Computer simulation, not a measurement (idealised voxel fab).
Herein follows the process module entitled voxel ribs on slabs.
We display cut, a cross-section 275 nm in width whose square cells are each 5 nm.
Each cross-section below is a grid of square cells, stated as bands in top-down order, with one or more rows of cells making up each band.
A band entry consists of two parts. The first gives the height of the band's top and the height of its bottom, in nm. The rest lists the band's materials from left to right, each with its width in nm. A single material labelled with the word "all across" fills the band from edge to edge, and the word "air" marks empty space.
Beneath 0, the wafer as received is one material, and that level is where height counting begins. The lowest band goes on downward without a bottom; it is written like "0 and below".
A two-number width, for instance "30->40", indicates that the width is equal to the first number in the top row of the band and to the second number in the bottom row, and that it changes by a constant amount per row of cells.
"stayed the same" (step): cross-section cells unchanged, all of them.
Internal closed voids: empty space of 8 cells or more with no open way to the top, each as width x height at its distance from the left edge, in nm
Step line, after settings: the simulator's comment on this step.
"overlay nm", when on a step's line for a step with a mask, measures how far to the right of its planned place the mask lay; a negative measure means to the left.

Intended process steps:
1. op RECEIVE | material Si
2. op DIRECTIONAL_DEP | material SiO2 | thk nm 30
3. op DIRECTIONAL_DEP | material SiN | thk nm 20
4. op DIRECTIONAL_DEP | material aC | thk nm 15
5. op PATTERN | tone cover | mask id RIB | material resist | width nm 30 | thk nm 35 | overlay nm 0
6. op DIRECTIONAL_ETCH | etch materials aC | depth nm 15
7. op STRIP | etch materials resist
8. op DIRECTIONAL_ETCH | etch materials SiN | depth nm 5
9. op STRIP | etch materials aC
10. op DIRECTIONAL_DEP | material aC | thk nm 10
11. op PATTERN | tone cover | mask id SLAB | material resist | width nm 80 | thk nm 30 | overlay nm 0
12. op DIRECTIONAL_ETCH | etch materials aC | depth nm 10
13. op STRIP | etch materials resist
14. op DIRECTIONAL_ETCH | etch materials SiN | depth nm 15
15. op STRIP | etch materials aC
16. op FILL_DEP | material SiO2 | thk nm 25
17. op CMP | height nm 65
18. op DIRECTIONAL_DEP | material TiN | thk nm 5
19. op PATTERN | tone cover | mask id HEATER | material resist | width nm 40 | thk nm 20 | overlay nm 0
20. op DIRECTIONAL_ETCH | etch materials TiN | depth nm 5
21. op STRIP | etch materials resist
22. op CONFORMAL_DEP | material SiO2 | thk nm 10

Cross-section of the wafer upon arrival, representing the state reached after step 1:
* 0 and below: Si all across
* Internal closed voids: none

Wafer at module end, in section. Began as above, planned as above, run with one mistake:
* 70 down to 65: 115 nm air, then 40 nm TiN, then 120 nm air
* 65 down to 50: SiO2 all across
* 50 down to 45: 120 nm SiO2, then 30 nm SiN, then 125 nm SiO2
* 45 down to 30: 95 nm SiO2, then 80 nm SiN, then 100 nm SiO2
* 30 down to 0: SiO2 all across
* 0 and below: Si all across
* Internal closed voids: none
Where did the run depart from the plan? no execution of plan step 22; skipped
